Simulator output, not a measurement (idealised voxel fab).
Process module in this document: voxel double patterning
Xsec cut, 270 nm wide, square cell size 5 nm.
How to read a cross-section here: the picture is a grid of square cells, written as bands going from the top down, and any band can span one or more rows of cells.
Read a band's entry like this: the first values are the height of its top and the height of its bottom in nm, and what follows is the sequence of materials from left to right, each with its width in nm. Note that "air" is empty space, and that a single material marked "everywhere" reaches across the band from edge to edge.
Zero point of the height axis is 0; under it, received wafer = one material. Lowest band: continues down indefinitely, "0..down".
Width "30..40": first value at the band's top row of cells, second value at its bottom row, equal change from row to row.
The cross-section has no changed cell in any step marked "changes: none".
"Closed void listing" contains a list of empty spaces, each no smaller than 8 cells and without an open way to the top, written in the form width x height at distance with the distance from the left edge and all three in nm.
Text after the settings on a step's line: the simulator's own remark on that step.
The "overlay nm" setting may appear on a step's line; for a step that uses a mask, it gives how far to the right of its planned position the mask lay, and a negative value indicates the left.
# Below is the list of planned process steps
| 1 | RECEIVE (material Si) |
| 2 | CONFORMAL_DEP (material SiO2; thk nm 10) |
| 3 | DIRECTIONAL_DEP (material TiN; thk nm 20) |
| 4 | DIRECTIONAL_DEP (material SiN; thk nm 5) |
| 5 | DIRECTIONAL_DEP (material aC; thk nm 10) |
| 6 | PATTERN (tone open; mask id FIRST; material resist; width nm 15; pitch nm 50; thk nm 30; overlay nm 0) |
| 7 | DIRECTIONAL_ETCH (etch materials aC; depth nm 10) |
| 8 | STRIP (etch materials resist) |
| 9 | DIRECTIONAL_ETCH (etch materials SiN; depth nm 5) |
| 10 | STRIP (etch materials aC) |
| 11 | DIRECTIONAL_DEP (material aC; thk nm 10) |
| 12 | PATTERN (tone open; mask id SECOND; material resist; width nm 15; pitch nm 50; thk nm 30; overlay nm 0) |
| 13 | DIRECTIONAL_ETCH (etch materials aC; depth nm 10) |
| 14 | STRIP (etch materials resist) |
| 15 | DIRECTIONAL_ETCH (etch materials SiN; depth nm 5) |
| 16 | STRIP (etch materials aC) |
| 17 | DIRECTIONAL_ETCH (etch materials TiN; depth nm 20) |
| 18 | STRIP (etch materials SiN) |
# Shown in cross-section is the wafer as received, that is, as it stands after step 1
> 0..down | Si everywhere
> Closed void listing: none
# Post-module cross-section of the first of two wafers (run per plan)
> 30..10 | TiN=75, air=15, TiN=10, air=15, TiN=10, air=15, TiN=10, air=15, TiN=10, air=15, TiN=80
> 10..0 | SiO2 everywhere
> 0..down | Si everywhere
> Closed void listing: none
# Cross-section at end of module for the second wafer of two, which matched the first in starting point and plan and differed by one mistake in its processing
> 35..30 | SiO2 everywhere
> 30..10 | TiN everywhere
> 10..0 | SiO2 everywhere
> 0..down | Si everywhere
> Closed void listing: none
what went wrong: step 4 did not happen as planned, as run it was DIRECTIONAL_DEP (material SiO2; thk nm 5)
End check, counted in cells, second wafer has more or fewer of these materials than the first: SiO2: 54 more; TiN: 60 more
